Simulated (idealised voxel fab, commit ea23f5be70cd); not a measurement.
Documented hereafter: the process module known as voxel air gaps.
In the cross-section labelled cut, the width is 175 nm and each square cell is 5 nm.
A cross-section is written here as square cells arranged in a grid, and it is given in bands from the top down, each band taking up one or more rows of cells.
Heads up on the band format: heights come first, top then bottom, in nm. After that it's the materials left to right, each with its width in nm. A single material flagged "full width" fills the whole band edge to edge, and "blank" means there's empty space there.
Counting heights begins at 0, where everything beneath is, in the wafer as received, one material. The lowest band has no bottom; it goes on downwards, as "from 0 down" shows.
Think of "30->40" as a width that walks from the first number to the second as you go down the band, top row to bottom row, taking equal-sized steps from row to row.
Key: "no change occurred" - step with no changed cell in the cross-section.
If an empty space has no open way to the top and is at least 8 cells in size, "Fully closed voids" lists it, written width x height at distance, where distance is measured from the left edge and every value is in nm.
Where a step's line continues beyond its settings, the continuation is a remark by the simulator itself on that step.
You can add "overlay nm" to a step's line. For a step with a mask, it describes how far the mask lay to the right of its planned position, and a negative number describes a lay to the left.
Quick note on how to read the rest: it's all pairs. You get the cross-section before a process step and the one after, but the after one only goes down as far as the lowest band that changed. The step in between, with its settings, sits under the pair. Heads up, the pairs can come from different runs of this module on the same starting wafer, so don't assume a pair picks up from the one above unless its "Incoming structure" entry says it does.
## Incoming structure
    from 0 down | Si full width
    Fully closed voids: none
## Post-Step Appearance
    from 15 to 0 | SiO2 full width
    For the remainder of the cross-section, below 0, there is no change.
    Fully closed voids: none
Can you name the step between the two cross-sections above? It is op CONFORMAL_DEP | material SiO2 | thk nm 15
Incoming structure: starting point is the after cross-section of the pair just above.
## Post-Step Appearance
    from 20 to 15 | SiCN full width
    For the remainder of the cross-section, below 15, there is no change.
    Fully closed voids: none
Can you name the step between the two cross-sections above? It is op CONFORMAL_DEP | material SiCN | thk nm 5
Incoming structure: starting point is the after cross-section of the pair just above.
## Post-Step Appearance
    from 55 to 20 | lowk full width
    For the remainder of the cross-section, below 20, there is no change.
    Fully closed voids: none
Can you name the step between the two cross-sections above? It is op DIRECTIONAL_DEP | material lowk | thk nm 35
Incoming structure: starting point is the after cross-section of the pair just above.
## Post-Step Appearance
    from 70 to 55 | aC full width
    For the remainder of the cross-section, below 55, there is no change.
    Fully closed voids: none
Can you name the step between the two cross-sections above? It is op DIRECTIONAL_DEP | material aC | thk nm 15
Incoming structure: starting point is the after cross-section of the pair just above.
## Post-Step Appearance
    from 100 to 70 | resist=25; blank=25; resist=25; blank=25; resist=25; blank=25; resist=25
    For the remainder of the cross-section, below 70, there is no change.
    Fully closed voids: none
Can you name the step between the two cross-sections above? It is op PATTERN | tone open | mask id LINES | material resist | width nm 25 | pitch nm 50 | thk nm 30 | overlay nm 0
Incoming structure: starting point is the after cross-section of the pair just above.
## Post-Step Appearance
    from 85 to 70 | resist=25; blank=25; resist=25; blank=25; resist=25; blank=25; resist=25
    from 70 to 55 | aC=25; blank=25; aC=25; blank=25; aC=25; blank=25; aC=25
    For the remainder of the cross-section, below 55, there is no change.
    Fully closed voids: none
Can you name the step between the two cross-sections above? It is op DIRECTIONAL_ETCH | etch materials aC | depth nm 15
Incoming structure: starting point is the after cross-section of the pair just above.
## Post-Step Appearance
    from 70 to 55 | aC=25; blank=25; aC=25; blank=25; aC=25; blank=25; aC=25
    For the remainder of the cross-section, below 55, there is no change.
    Fully closed voids: none
Can you name the step between the two cross-sections above? It is op STRIP | etch materials resist
Incoming structure: starting point is the after cross-section of the pair just above.
## Post-Step Appearance
    from 70 to 55 | aC=25; blank=25; aC=25; blank=25; aC=25; blank=25; aC=25
    from 55 to 20 | lowk=25; blank=25; lowk=25; blank=25; lowk=25; blank=25; lowk=25
    For the remainder of the cross-section, below 20, there is no change.
    Fully closed voids: none
Can you name the step between the two cross-sections above? It is op DIRECTIONAL_ETCH | etch materials lowk | depth nm 35
Incoming structure: starting point is the after cross-section of the pair just above.
## Post-Step Appearance
    from 55 to 20 | lowk=25; blank=25; lowk=25; blank=25; lowk=25; blank=25; lowk=25
    For the remainder of the cross-section, below 20, there is no change.
    Fully closed voids: none
Can you name the step between the two cross-sections above? It is op STRIP | etch materials aC
Incoming structure: starting point is the after cross-section of the pair just above.
## Post-Step Appearance
    from 60 to 55 | TiN=30; blank=15; TiN=35; blank=15; TiN=35; blank=15; TiN=30
    from 55 to 25 | lowk=25; TiN=5; blank=15; TiN=5; lowk=25; TiN=5; blank=15; TiN=5; lowk=25; TiN=5; blank=15; TiN=5; lowk=25
    from 25 to 20 | lowk=25; TiN=25; lowk=25; TiN=25; lowk=25; TiN=25; lowk=25
    For the remainder of the cross-section, below 20, there is no change.
    Fully closed voids: none
Can you name the step between the two cross-sections above? It is op CONFORMAL_DEP | material TiN | thk nm 5
Incoming structure: starting point is the after cross-section of the pair just above.
## Post-Step Appearance
    from 65 to 60 | Cu full width
    from 60 to 55 | TiN=30; Cu=15; TiN=35; Cu=15; TiN=35; Cu=15; TiN=30
    from 55 to 25 | lowk=25; TiN=5; Cu=15; TiN=5; lowk=25; TiN=5; Cu=15; TiN=5; lowk=25; TiN=5; Cu=15; TiN=5; lowk=25
    For the remainder of the cross-section, below 25, there is no change.
    Fully closed voids: none
Can you name the step between the two cross-sections above? It is op FILL_DEP | material Cu | thk nm 5
Incoming structure: starting point is the after cross-section of the pair just above.
## Post-Step Appearance
    from 55 to 25 | lowk=25; TiN=5; Cu=15; TiN=5; lowk=25; TiN=5; Cu=15; TiN=5; lowk=25; TiN=5; Cu=15; TiN=5; lowk=25
    For the remainder of the cross-section, below 25, there is no change.
    Fully closed voids: none
Can you name the step between the two cross-sections above? It is op CMP | height nm 55
Incoming structure: starting point is the after cross-section of the pair just above.
## Post-Step Appearance
    from 65 to 55 | blank=15; Ru=45; blank=5; Ru=45; blank=5; Ru=45; blank=15
    For the remainder of the cross-section, below 55, there is no change.
    Fully closed voids: none
Can you name the step between the two cross-sections above? It is op EPI | material Ru | thk nm 10
Incoming structure: starting point is the after cross-section of the pair just above.
## Post-Step Appearance
    from 65 to 55 | blank=15; Ru=45; blank=5; Ru=45; blank=5; Ru=45; blank=15
    from 55 to 25 | blank=25; TiN=5; Cu=15; TiN=5; blank=25; TiN=5; Cu=15; TiN=5; blank=25; TiN=5; Cu=15; TiN=5; blank=25
    from 25 to 20 | blank=25; TiN=25; blank=25; TiN=25; blank=25; TiN=25; blank=25
    For the remainder of the cross-section, below 20, there is no change.
    Fully closed voids: none
Can you name the step between the two cross-sections above? It is op SELECTIVE_ETCH | etch materials lowk | depth nm 45
Incoming structure: starting point is the after cross-section of the pair just above.
## Post-Step Appearance
    from 70 to 65 | blank=10; SiCN=155; blank=10
    from 65 to 55 | blank=10; SiCN=5; Ru=45; SiCN=5; Ru=45; SiCN=5; Ru=45; SiCN=5; blank=10
    from 55 to 50 | blank=10; SiCN=15; TiN=5; Cu=15; TiN=5; SiCN=25; TiN=5; Cu=15; TiN=5; SiCN=25; TiN=5; Cu=15; TiN=5; SiCN=15; blank=10
    from 50 to 25 | blank=20; SiCN=5; TiN=5; Cu=15; TiN=5; SiCN=5; blank=15; SiCN=5; TiN=5; Cu=15; TiN=5; SiCN=5; blank=15; SiCN=5; TiN=5; Cu=15; TiN=5; SiCN=5; blank=20
    from 25 to 20 | SiCN=25; TiN=25; SiCN=25; TiN=25; SiCN=25; TiN=25; SiCN=25
    For the remainder of the cross-section, below 20, there is no change.
    Fully closed voids: 15 x 25 at 55; 15 x 25 at 105
Can you name the step between the two cross-sections above? It is op CONFORMAL_DEP | material SiCN | thk nm 5
## Incoming structure
    from 65 to 55 | blank=15; Ru=45; blank=5; Ru=45; blank=5; Ru=45; blank=15
    from 55 to 25 | lowk=25; TiN=5; Cu=15; TiN=5; lowk=25; TiN=5; Cu=15; TiN=5; lowk=25; TiN=5; Cu=15; TiN=5; lowk=25
    from 25 to 20 | lowk=25; TiN=25; lowk=25; TiN=25; lowk=25; TiN=25; lowk=25
    from 20 to 15 | SiCN full width
    from 15 to 0 | SiO2 full width
    from 0 down | Si full width
    Fully closed voids: none
## Post-Step Appearance
    from 75 to 55 | blank=5; Ru=165; blank=5
    For the remainder of the cross-section, below 55, there is no change.
    Fully closed voids: none
Can you name the step between the two cross-sections above? It is op EPI | material Ru | thk nm 10
Incoming structure: starting point is the after cross-section of the pair just above.
## Post-Step Appearance
    from 75 to 55 | blank=5; Ru=165; blank=5
    from 55 to 25 | blank=25; TiN=5; Cu=15; TiN=5; lowk=25; TiN=5; Cu=15; TiN=5; lowk=25; TiN=5; Cu=15; TiN=5; blank=25
    from 25 to 20 | blank=25; TiN=25; lowk=25; TiN=25; lowk=25; TiN=25; blank=25
    For the remainder of the cross-section, below 20, there is no change.
    Fully closed voids: none
Can you name the step between the two cross-sections above? It is op SELECTIVE_ETCH | etch materials lowk | depth nm 45
Incoming structure: starting point is the after cross-section of the pair just above.
## Post-Step Appearance
    from 80 to 75 | SiCN full width
    from 75 to 55 | SiCN=5; Ru=165; SiCN=5
    from 55 to 50 | SiCN=25; TiN=5; Cu=15; TiN=5; lowk=25; TiN=5; Cu=15; TiN=5; lowk=25; TiN=5; Cu=15; TiN=5; SiCN=25
    from 50 to 25 | blank=20; SiCN=5; TiN=5; Cu=15; TiN=5; lowk=25; TiN=5; Cu=15; TiN=5; lowk=25; TiN=5; Cu=15; TiN=5; SiCN=5; blank=20
    from 25 to 20 | SiCN=25; TiN=25; lowk=25; TiN=25; lowk=25; TiN=25; SiCN=25
    For the remainder of the cross-section, below 20, there is no change.
    Fully closed voids: 20 x 25 at 0; 20 x 25 at 155
Can you name the step between the two cross-sections above? It is op CONFORMAL_DEP | material SiCN | thk nm 5
## Incoming structure
    from 55 to 25 | lowk=25; TiN=5; Cu=15; TiN=5; lowk=25; TiN=5; Cu=15; TiN=5; lowk=25; TiN=5; Cu=15; TiN=5; lowk=25
    from 25 to 20 | lowk=25; TiN=25; lowk=25; TiN=25; lowk=25; TiN=25; lowk=25
    from 20 to 15 | SiCN full width
    from 15 to 0 | SiO2 full width
    from 0 down | Si full width
    Fully closed voids: none
## Post-Step Appearance
    from 55 to 25 | blank=25; TiN=5; Cu=15; TiN=5; blank=25; TiN=5; Cu=15; TiN=5; blank=25; TiN=5; Cu=15; TiN=5; blank=25
    from 25 to 20 | blank=25; TiN=25; blank=25; TiN=25; blank=25; TiN=25; blank=25
    For the remainder of the cross-section, below 20, there is no change.
    Fully closed voids: none
Can you name the step between the two cross-sections above? It is op SELECTIVE_ETCH | etch materials lowk | depth nm 45
Incoming structure: starting point is the after cross-section of the pair just above.
## Post-Step Appearance
    from 65 to 55 | blank=15; Ru=45; blank=5; Ru=45; blank=5; Ru=45; blank=15
    from 55 to 25 | blank=15; Ru=10; TiN=5; Cu=15; TiN=5; Ru=10; blank=5; Ru=10; TiN=5; Cu=15; TiN=5; Ru=10; blank=5; Ru=10; TiN=5; Cu=15; TiN=5; Ru=10; blank=15
    from 25 to 20 | blank=15; Ru=10; TiN=25; Ru=10; blank=5; Ru=10; TiN=25; Ru=10; blank=5; Ru=10; TiN=25; Ru=10; blank=15
    For the remainder of the cross-section, below 20, there is no change.
    Fully closed voids: none
Can you name the step between the two cross-sections above? It is op EPI | material Ru | thk nm 10
Incoming structure: starting point is the after cross-section of the pair just above.
## Post-Step Appearance
    from 70 to 65 | blank=10; SiCN=155; blank=10
    from 65 to 55 | blank=10; SiCN=5; Ru=45; SiCN=5; Ru=45; SiCN=5; Ru=45; SiCN=5; blank=10
    from 55 to 25 | blank=10; SiCN=5; Ru=10; TiN=5; Cu=15; TiN=5; Ru=10; SiCN=5; Ru=10; TiN=5; Cu=15; TiN=5; Ru=10; SiCN=5; Ru=10; TiN=5; Cu=15; TiN=5; Ru=10; SiCN=5; blank=10
    from 25 to 20 | SiCN=15; Ru=10; TiN=25; Ru=10; SiCN=5; Ru=10; TiN=25; Ru=10; SiCN=5; Ru=10; TiN=25; Ru=10; SiCN=15
    For the remainder of the cross-section, below 20, there is no change.
    Fully closed voids: none
Can you name the step between the two cross-sections above? It is op CONFORMAL_DEP | material SiCN | thk nm 5
## Incoming structure
    from 20 to 15 | SiCN full width
    from 15 to 0 | SiO2 full width
    from 0 down | Si full width
    Fully closed voids: none
## Post-Step Appearance
    from 50 to 20 | lowk full width
    For the remainder of the cross-section, below 20, there is no change.
    Fully closed voids: none
Can you name the step between the two cross-sections above? It is op DIRECTIONAL_DEP | material lowk | thk nm 30
Incoming structure: starting point is the after cross-section of the pair just above.
## Post-Step Appearance
    from 65 to 50 | aC full width
    For the remainder of the cross-section, below 50, there is no change.
    Fully closed voids: none
Can you name the step between the two cross-sections above? It is op DIRECTIONAL_DEP | material aC | thk nm 15
Incoming structure: starting point is the after cross-section of the pair just above.
## Post-Step Appearance
    from 95 to 65 | resist=25; blank=25; resist=25; blank=25; resist=25; blank=25; resist=25
    For the remainder of the cross-section, below 65, there is no change.
    Fully closed voids: none
Can you name the step between the two cross-sections above? It is op PATTERN | tone open | mask id LINES | material resist | width nm 25 | pitch nm 50 | thk nm 30 | overlay nm 0
Incoming structure: starting point is the after cross-section of the pair just above.
## Post-Step Appearance
    from 80 to 65 | resist=25; blank=25; resist=25; blank=25; resist=25; blank=25; resist=25
    from 65 to 50 | aC=25; blank=25; aC=25; blank=25; aC=25; blank=25; aC=25
    For the remainder of the cross-section, below 50, there is no change.
    Fully closed voids: none
Can you name the step between the two cross-sections above? It is op DIRECTIONAL_ETCH | etch materials aC | depth nm 15
Incoming structure: starting point is the after cross-section of the pair just above.
## Post-Step Appearance
    from 65 to 50 | aC=25; blank=25; aC=25; blank=25; aC=25; blank=25; aC=25
    For the remainder of the cross-section, below 50, there is no change.
    Fully closed voids: none
Can you name the step between the two cross-sections above? It is op STRIP | etch materials resist
Incoming structure: starting point is the after cross-section of the pair just above.
## Post-Step Appearance
    from 65 to 50 | aC=25; blank=25; aC=25; blank=25; aC=25; blank=25; aC=25
    from 50 to 20 | lowk=25; blank=25; lowk=25; blank=25; lowk=25; blank=25; lowk=25
    For the remainder of the cross-section, below 20, there is no change.
    Fully closed voids: none
Can you name the step between the two cross-sections above? It is op DIRECTIONAL_ETCH | etch materials lowk | depth nm 35
Incoming structure: starting point is the after cross-section of the pair just above.
## Post-Step Appearance
    from 50 to 20 | lowk=25; blank=25; lowk=25; blank=25; lowk=25; blank=25; lowk=25
    For the remainder of the cross-section, below 20, there is no change.
    Fully closed voids: none
Can you name the step between the two cross-sections above? It is op STRIP | etch materials aC
Incoming structure: starting point is the after cross-section of the pair just above.
## Post-Step Appearance
    from 55 to 50 | TiN=30; blank=15; TiN=35; blank=15; TiN=35; blank=15; TiN=30
    from 50 to 25 | lowk=25; TiN=5; blank=15; TiN=5; lowk=25; TiN=5; blank=15; TiN=5; lowk=25; TiN=5; blank=15; TiN=5; lowk=25
    from 25 to 20 | lowk=25; TiN=25; lowk=25; TiN=25; lowk=25; TiN=25; lowk=25
    For the remainder of the cross-section, below 20, there is no change.
    Fully closed voids: none
Can you name the step between the two cross-sections above? It is op CONFORMAL_DEP | material TiN | thk nm 5
Incoming structure: starting point is the after cross-section of the pair just above.
## Post-Step Appearance
    from 60 to 55 | Cu full width
    from 55 to 50 | TiN=30; Cu=15; TiN=35; Cu=15; TiN=35; Cu=15; TiN=30
    from 50 to 25 | lowk=25; TiN=5; Cu=15; TiN=5; lowk=25; TiN=5; Cu=15; TiN=5; lowk=25; TiN=5; Cu=15; TiN=5; lowk=25
    For the remainder of the cross-section, below 25, there is no change.
    Fully closed voids: none
Can you name the step between the two cross-sections above? It is op FILL_DEP | material Cu | thk nm 5
Incoming structure: starting point is the after cross-section of the pair just above.
## Post-Step Appearance
    from 55 to 50 | TiN=30; Cu=15; TiN=35; Cu=15; TiN=35; Cu=15; TiN=30
    For the remainder of the cross-section, below 50, there is no change.
    Fully closed voids: none
Can you name the step between the two cross-sections above? It is op CMP | height nm 55
Incoming structure: starting point is the after cross-section of the pair just above.
## Post-Step Appearance
    from 65 to 55 | Ru full width
    For the remainder of the cross-section, below 55, there is no change.
    Fully closed voids: none
Can you name the step between the two cross-sections above? It is op EPI | material Ru | thk nm 10
Incoming structure: starting point is the after cross-section of the pair just above.
## Post-Step Appearance
    from 70 to 65 | SiCN full width
    For the remainder of the cross-section, below 65, there is no change.
    Fully closed voids: none
Can you name the step between the two cross-sections above? It is op CONFORMAL_DEP | material SiCN | thk nm 5
## Incoming structure
    from 70 to 55 | aC full width
    from 55 to 20 | lowk full width
    from 20 to 15 | SiCN full width
    from 15 to 0 | SiO2 full width
    from 0 down | Si full width
    Fully closed voids: none
## Post-Step Appearance
    from 100 to 70 | resist=30; blank=15; resist=35; blank=15; resist=35; blank=15; resist=30
    For the remainder of the cross-section, below 70, there is no change.
    Fully closed voids: none
Can you name the step between the two cross-sections above? It is op PATTERN | tone open | mask id LINES | material resist | width nm 15 | pitch nm 50 | thk nm 30 | overlay nm 0
Incoming structure: starting point is the after cross-section of the pair just above.
## Post-Step Appearance
    from 85 to 70 | resist=30; blank=15; resist=35; blank=15; resist=35; blank=15; resist=30
    from 70 to 55 | aC=30; blank=15; aC=35; blank=15; aC=35; blank=15; aC=30
    For the remainder of the cross-section, below 55, there is no change.
    Fully closed voids: none
Can you name the step between the two cross-sections above? It is op DIRECTIONAL_ETCH | etch materials aC | depth nm 15
Incoming structure: starting point is the after cross-section of the pair just above.
## Post-Step Appearance
    from 70 to 55 | aC=30; blank=15; aC=35; blank=15; aC=35; blank=15; aC=30
    For the remainder of the cross-section, below 55, there is no change.
    Fully closed voids: none
Can you name the step between the two cross-sections above? It is op STRIP | etch materials resist
Incoming structure: starting point is the after cross-section of the pair just above.
## Post-Step Appearance
    from 70 to 55 | aC=30; blank=15; aC=35; blank=15; aC=35; blank=15; aC=30
    from 55 to 20 | lowk=30; blank=15; lowk=35; blank=15; lowk=35; blank=15; lowk=30
    For the remainder of the cross-section, below 20, there is no change.
    Fully closed voids: none
Can you name the step between the two cross-sections above? It is op DIRECTIONAL_ETCH | etch materials lowk | depth nm 35
Incoming structure: starting point is the after cross-section of the pair just above.
## Post-Step Appearance
    from 55 to 20 | lowk=30; blank=15; lowk=35; blank=15; lowk=35; blank=15; lowk=30
    For the remainder of the cross-section, below 20, there is no change.
    Fully closed voids: none
Can you name the step between the two cross-sections above? It is op STRIP | etch materials aC
Incoming structure: starting point is the after cross-section of the pair just above.
## Post-Step Appearance
    from 60 to 55 | TiN=35; blank=5; TiN=45; blank=5; TiN=45; blank=5; TiN=35
    from 55 to 25 | lowk=30; TiN=5; blank=5; TiN=5; lowk=35; TiN=5; blank=5; TiN=5; lowk=35; TiN=5; blank=5; TiN=5; lowk=30
    from 25 to 20 | lowk=30; TiN=15; lowk=35; TiN=15; lowk=35; TiN=15; lowk=30
    For the remainder of the cross-section, below 20, there is no change.
    Fully closed voids: none
Can you name the step between the two cross-sections above? It is op CONFORMAL_DEP | material TiN | thk nm 5
Incoming structure: starting point is the after cross-section of the pair just above.
## Post-Step Appearance
    from 65 to 60 | Cu full width
    from 60 to 55 | TiN=35; Cu=5; TiN=45; Cu=5; TiN=45; Cu=5; TiN=35
    from 55 to 25 | lowk=30; TiN=5; Cu=5; TiN=5; lowk=35; TiN=5; Cu=5; TiN=5; lowk=35; TiN=5; Cu=5; TiN=5; lowk=30
    For the remainder of the cross-section, below 25, there is no change.
    Fully closed voids: none
Can you name the step between the two cross-sections above? It is op FILL_DEP | material Cu | thk nm 5
Incoming structure: starting point is the after cross-section of the pair just above.
## Post-Step Appearance
    from 55 to 25 | lowk=30; TiN=5; Cu=5; TiN=5; lowk=35; TiN=5; Cu=5; TiN=5; lowk=35; TiN=5; Cu=5; TiN=5; lowk=30
    For the remainder of the cross-section, below 25, there is no change.
    Fully closed voids: none
Can you name the step between the two cross-sections above? It is op CMP | height nm 55
Incoming structure: starting point is the after cross-section of the pair just above.
## Post-Step Appearance
    from 65 to 55 | blank=20; Ru=35; blank=15; Ru=35; blank=15; Ru=35; blank=20
    For the remainder of the cross-section, below 55, there is no change.
    Fully closed voids: none
Can you name the step between the two cross-sections above? It is op EPI | material Ru | thk nm 10
Incoming structure: starting point is the after cross-section of the pair just above.
## Post-Step Appearance
    from 65 to 55 | blank=20; Ru=35; blank=15; Ru=35; blank=15; Ru=35; blank=20
    from 55 to 25 | blank=30; TiN=5; Cu=5; TiN=5; blank=35; TiN=5; Cu=5; TiN=5; blank=35; TiN=5; Cu=5; TiN=5; blank=30
    from 25 to 20 | blank=30; TiN=15; blank=35; TiN=15; blank=35; TiN=15; blank=30
    For the remainder of the cross-section, below 20, there is no change.
    Fully closed voids: none
Can you name the step between the two cross-sections above? It is op SELECTIVE_ETCH | etch materials lowk | depth nm 45
Incoming structure: starting point is the after cross-section of the pair just above.
## Post-Step Appearance
    from 70 to 65 | blank=15; SiCN=45; blank=5; SiCN=45; blank=5; SiCN=45; blank=15
    from 65 to 55 | blank=15; SiCN=5; Ru=35; SiCN=5; blank=5; SiCN=5; Ru=35; SiCN=5; blank=5; SiCN=5; Ru=35; SiCN=5; blank=15
    from 55 to 50 | blank=15; SiCN=15; TiN=5; Cu=5; TiN=5; SiCN=15; blank=5; SiCN=15; TiN=5; Cu=5; TiN=5; SiCN=15; blank=5; SiCN=15; TiN=5; Cu=5; TiN=5; SiCN=15; blank=15
    from 50 to 25 | blank=25; SiCN=5; TiN=5; Cu=5; TiN=5; SiCN=5; blank=25; SiCN=5; TiN=5; Cu=5; TiN=5; SiCN=5; blank=25; SiCN=5; TiN=5; Cu=5; TiN=5; SiCN=5; blank=25
    from 25 to 20 | SiCN=30; TiN=15; SiCN=35; TiN=15; SiCN=35; TiN=15; SiCN=30
    For the remainder of the cross-section, below 20, there is no change.
    Fully closed voids: none
Can you name the step between the two cross-sections above? It is op CONFORMAL_DEP | material SiCN | thk nm 5
## Incoming structure
    from 70 to 55 | aC full width
    from 55 to 20 | lowk full width
    from 20 to 15 | SiCN full width
    from 15 to 0 | SiO2 full width
    from 0 down | Si full width
    Fully closed voids: none
## Post-Step Appearance
    from 100 to 70 | resist=30; blank=25; resist=25; blank=25; resist=25; blank=25; resist=20
    For the remainder of the cross-section, below 70, there is no change.
    Fully closed voids: none
Can you name the step between the two cross-sections above? It is op PATTERN | tone open | mask id LINES | material resist | width nm 25 | pitch nm 50 | thk nm 30 | overlay nm 5
Incoming structure: starting point is the after cross-section of the pair just above.
## Post-Step Appearance
    from 85 to 70 | resist=30; blank=25; resist=25; blank=25; resist=25; blank=25; resist=20
    from 70 to 55 | aC=30; blank=25; aC=25; blank=25; aC=25; blank=25; aC=20
    For the remainder of the cross-section, below 55, there is no change.
    Fully closed voids: none
Can you name the step between the two cross-sections above? It is op DIRECTIONAL_ETCH | etch materials aC | depth nm 15
Incoming structure: starting point is the after cross-section of the pair just above.
## Post-Step Appearance
    from 70 to 55 | aC=30; blank=25; aC=25; blank=25; aC=25; blank=25; aC=20
    For the remainder of the cross-section, below 55, there is no change.
    Fully closed voids: none
Can you name the step between the two cross-sections above? It is op STRIP | etch materials resist
Incoming structure: starting point is the after cross-section of the pair just above.
## Post-Step Appearance
    from 70 to 55 | aC=30; blank=25; aC=25; blank=25; aC=25; blank=25; aC=20
    from 55 to 20 | lowk=30; blank=25; lowk=25; blank=25; lowk=25; blank=25; lowk=20
    For the remainder of the cross-section, below 20, there is no change.
    Fully closed voids: none
Can you name the step between the two cross-sections above? It is op DIRECTIONAL_ETCH | etch materials lowk | depth nm 35
Incoming structure: starting point is the after cross-section of the pair just above.
## Post-Step Appearance
    from 55 to 20 | lowk=30; blank=25; lowk=25; blank=25; lowk=25; blank=25; lowk=20
    For the remainder of the cross-section, below 20, there is no change.
    Fully closed voids: none
Can you name the step between the two cross-sections above? It is op STRIP | etch materials aC
Incoming structure: starting point is the after cross-section of the pair just above.
## Post-Step Appearance
    from 60 to 55 | TiN=35; blank=15; TiN=35; blank=15; TiN=35; blank=15; TiN=25
    from 55 to 25 | lowk=30; TiN=5; blank=15; TiN=5; lowk=25; TiN=5; blank=15; TiN=5; lowk=25; TiN=5; blank=15; TiN=5; lowk=20
    from 25 to 20 | lowk=30; TiN=25; lowk=25; TiN=25; lowk=25; TiN=25; lowk=20
    For the remainder of the cross-section, below 20, there is no change.
    Fully closed voids: none
Can you name the step between the two cross-sections above? It is op CONFORMAL_DEP | material TiN | thk nm 5
Incoming structure: starting point is the after cross-section of the pair just above.
## Post-Step Appearance
    from 65 to 60 | Cu full width
    from 60 to 55 | TiN=35; Cu=15; TiN=35; Cu=15; TiN=35; Cu=15; TiN=25
    from 55 to 25 | lowk=30; TiN=5; Cu=15; TiN=5; lowk=25; TiN=5; Cu=15; TiN=5; lowk=25; TiN=5; Cu=15; TiN=5; lowk=20
    For the remainder of the cross-section, below 25, there is no change.
    Fully closed voids: none
Can you name the step between the two cross-sections above? It is op FILL_DEP | material Cu | thk nm 5
Incoming structure: starting point is the after cross-section of the pair just above.
## Post-Step Appearance
    from 55 to 25 | lowk=30; TiN=5; Cu=15; TiN=5; lowk=25; TiN=5; Cu=15; TiN=5; lowk=25; TiN=5; Cu=15; TiN=5; lowk=20
    For the remainder of the cross-section, below 25, there is no change.
    Fully closed voids: none
Can you name the step between the two cross-sections above? It is op CMP | height nm 55
Incoming structure: starting point is the after cross-section of the pair just above.
## Post-Step Appearance
    from 65 to 55 | blank=20; Ru=45; blank=5; Ru=45; blank=5; Ru=45; blank=10
    For the remainder of the cross-section, below 55, there is no change.
    Fully closed voids: none
Can you name the step between the two cross-sections above? It is op EPI | material Ru | thk nm 10
Incoming structure: starting point is the after cross-section of the pair just above.
## Post-Step Appearance
    from 65 to 55 | blank=20; Ru=45; blank=5; Ru=45; blank=5; Ru=45; blank=10
    from 55 to 25 | blank=30; TiN=5; Cu=15; TiN=5; blank=25; TiN=5; Cu=15; TiN=5; blank=25; TiN=5; Cu=15; TiN=5; blank=20
    from 25 to 20 | blank=30; TiN=25; blank=25; TiN=25; blank=25; TiN=25; blank=20
    For the remainder of the cross-section, below 20, there is no change.
    Fully closed voids: none
Can you name the step between the two cross-sections above? It is op SELECTIVE_ETCH | etch materials lowk | depth nm 45
Incoming structure: starting point is the after cross-section of the pair just above.
## Post-Step Appearance
    from 70 to 65 | blank=15; SiCN=155; blank=5
    from 65 to 55 | blank=15; SiCN=5; Ru=45; SiCN=5; Ru=45; SiCN=5; Ru=45; SiCN=5; blank=5
    from 55 to 50 | blank=15; SiCN=15; TiN=5; Cu=15; TiN=5; SiCN=25; TiN=5; Cu=15; TiN=5; SiCN=25; TiN=5; Cu=15; TiN=5; SiCN=15; blank=5
    from 50 to 25 | blank=25; SiCN=5; TiN=5; Cu=15; TiN=5; SiCN=5; blank=15; SiCN=5; TiN=5; Cu=15; TiN=5; SiCN=5; blank=15; SiCN=5; TiN=5; Cu=15; TiN=5; SiCN=5; blank=15
    from 25 to 20 | SiCN=30; TiN=25; SiCN=25; TiN=25; SiCN=25; TiN=25; SiCN=20
    For the remainder of the cross-section, below 20, there is no change.
    Fully closed voids: 15 x 25 at 60; 15 x 25 at 110
Can you name the step between the two cross-sections above? It is op CONFORMAL_DEP | material SiCN | thk nm 5
## Incoming structure
    from 20 to 15 | SiCN full width
    from 15 to 0 | SiO2 full width
    from 0 down | Si full width
    Fully closed voids: none
## Post-Step Appearance
    from 55 to 15 | SiCN full width
    For the remainder of the cross-section, below 15, there is no change.
    Fully closed voids: none
Can you name the step between the two cross-sections above? It is op DIRECTIONAL_DEP | material SiCN | thk nm 35
Incoming structure: starting point is the after cross-section of the pair just above.
## Post-Step Appearance
    from 70 to 55 | aC full width
    For the remainder of the cross-section, below 55, there is no change.
    Fully closed voids: none
Can you name the step between the two cross-sections above? It is op DIRECTIONAL_DEP | material aC | thk nm 15
Incoming structure: starting point is the after cross-section of the pair just above.
## Post-Step Appearance
    from 100 to 70 | resist=25; blank=25; resist=25; blank=25; resist=25; blank=25; resist=25
    For the remainder of the cross-section, below 70, there is no change.
    Fully closed voids: none
Can you name the step between the two cross-sections above? It is op PATTERN | tone open | mask id LINES | material resist | width nm 25 | pitch nm 50 | thk nm 30 | overlay nm 0
Incoming structure: starting point is the after cross-section of the pair just above.
## Post-Step Appearance
    from 85 to 70 | resist=25; blank=25; resist=25; blank=25; resist=25; blank=25; resist=25
    from 70 to 55 | aC=25; blank=25; aC=25; blank=25; aC=25; blank=25; aC=25
    For the remainder of the cross-section, below 55, there is no change.
    Fully closed voids: none
Can you name the step between the two cross-sections above? It is op DIRECTIONAL_ETCH | etch materials aC | depth nm 15
Incoming structure: starting point is the after cross-section of the pair just above.
## Post-Step Appearance
    from 70 to 55 | aC=25; blank=25; aC=25; blank=25; aC=25; blank=25; aC=25
    For the remainder of the cross-section, below 55, there is no change.
    Fully closed voids: none
Can you name the step between the two cross-sections above? It is op STRIP | etch materials resist
Incoming structure: starting point is the after cross-section of the pair just above.
## Post-Step Appearance
    from 55 to 15 | SiCN full width
    For the remainder of the cross-section, below 15, there is no change.
    Fully closed voids: none
Can you name the step between the two cross-sections above? It is op STRIP | etch materials aC
Incoming structure: starting point is the after cross-section of the pair just above.
## Post-Step Appearance
    from 60 to 55 | TiN full width
    For the remainder of the cross-section, below 55, there is no change.
    Fully closed voids: none
Can you name the step between the two cross-sections above? It is op CONFORMAL_DEP | material TiN | thk nm 5
Incoming structure: starting point is the after cross-section of the pair just above.
## Post-Step Appearance
    from 65 to 60 | Cu full width
    For the remainder of the cross-section, below 60, there is no change.
    Fully closed voids: none
Can you name the step between the two cross-sections above? It is op FILL_DEP | material Cu | thk nm 5
Incoming structure: starting point is the after cross-section of the pair just above.
## Post-Step Appearance
    from 55 to 15 | SiCN full width
    For the remainder of the cross-section, below 15, there is no change.
    Fully closed voids: none
Can you name the step between the two cross-sections above? It is op CMP | height nm 55
Incoming structure: starting point is the after cross-section of the pair just above.
## Post-Step Appearance
    from 60 to 15 | SiCN full width
    For the remainder of the cross-section, below 15, there is no change.
    Fully closed voids: none
Can you name the step between the two cross-sections above? It is op CONFORMAL_DEP | material SiCN | thk nm 5
